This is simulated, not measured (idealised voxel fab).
A process module follows: voxel self aligned vias.
Each square cell in cross-section cut measures 5 nm, and the section as a whole is 300 nm wide.
If you're reading a cross-section in this doc, picture square cells in a grid; it comes to you as bands, top ones listed first down to the bottom, and a band can be one or more rows of cells.
Read a band's entry like this: the first values are the height of its top and the height of its bottom in nm, and what follows is the sequence of materials from left to right, each with its width in nm. Note that "empty" is empty space, and that a single material marked "full width" reaches across the band from edge to edge.
For the purposes of this specification, 0 denotes the height below which the wafer in its as-received condition is composed wholly of one material, and the lowermost band, lacking a lower limit, extends downward without end, as expressed in "0 and below".
A width given as "30 to 40" starts at the first number in the band's top row and ends at the second number in its bottom row, shifting by an equal amount at every step from row to row.
Take "no alterations made" at face value: in the step it is given for, the cross-section changed in none of its cells.
The label "Enclosed cavities" introduces a list of the empty spaces, 8 cells or larger, that have no open way up to the top; each entry in it reads width x height at distance, where the distance is taken from the left edge and all three are stated in nm.
If you see something after the settings on a step's line, that's the simulator's own remark about that step.
overlay nm: mask offset rightward from planned place, masked step; negative means leftward offset.

Planned step list for the process
| 1 | RECEIVE, material Si |
| 2 | CONFORMAL_DEP, material SiO2, thk nm 15 |
| 3 | CONFORMAL_DEP, material SiCN, thk nm 5 |
| 4 | DIRECTIONAL_DEP, material lowk, thk nm 20 |
| 5 | DIRECTIONAL_DEP, material aC, thk nm 10 |
| 6 | PATTERN, tone open, mask id LINES, material resist, width nm 20, pitch nm 60, thk nm 30, overlay nm 0 |
| 7 | DIRECTIONAL_ETCH, etch materials aC, depth nm 5 |
| 8 | STRIP, etch materials resist |
| 9 | DIRECTIONAL_ETCH, etch materials lowk, depth nm 20 |
| 10 | STRIP, etch materials aC |
| 11 | CONFORMAL_DEP, material TiN, thk nm 5 |
| 12 | FILL_DEP, material W, thk nm 5 |
| 13 | CMP, height nm 40 |
| 14 | SELECTIVE_ETCH, etch materials W Ru TiN, depth nm 10 |
| 15 | FILL_DEP, material SiN, thk nm 10 |
| 16 | CMP, height nm 40 |
| 17 | DIRECTIONAL_DEP, material lowk, thk nm 15 |
| 18 | PATTERN, tone open, mask id VIAS, material resist, width nm 40, pitch nm 60, thk nm 20, overlay nm 0 |
| 19 | DIRECTIONAL_ETCH, etch materials lowk, depth nm 15 |
| 20 | DIRECTIONAL_ETCH, etch materials SiN, depth nm 10 |
| 21 | STRIP, etch materials resist |
| 22 | CONFORMAL_DEP, material TiN, thk nm 5 |
| 23 | FILL_DEP, material W, thk nm 5 |
| 24 | CMP, height nm 55 |
| 25 | CONFORMAL_DEP, material SiN, thk nm 5 |
varied across the wafers: depth nm of step 7. The plan shows the first wafer's value. All wafers start alike

The first of several wafers in cross-section, exactly as it reached us after step 1
- 0 and below | Si full width
- Enclosed cavities: none

Quick key for the table: a row per wafer, taken at the end of the module. For each material it tells you how many cells the wafer gained (+) or lost (-) since it came in, and the closed voids come after
depth nm 5 | +60 SiCN | +60 SiN | +180 SiO2 | +24 TiN | +24 W | +372 lowk | Enclosed cavities: none
depth nm 10 | +60 SiCN | +60 SiN | +180 SiO2 | +44 TiN | +36 W | +340 lowk | Enclosed cavities: none
depth nm 15 | +60 SiCN | +60 SiN | +180 SiO2 | +44 TiN | +36 W | +340 lowk | Enclosed cavities: none
depth nm 20 | +60 SiCN | +60 SiN | +180 SiO2 | +44 TiN | +36 W | +340 lowk | Enclosed cavities: none
depth nm 25 | +60 SiCN | +60 SiN | +180 SiO2 | +44 TiN | +36 W | +340 lowk | Enclosed cavities: none
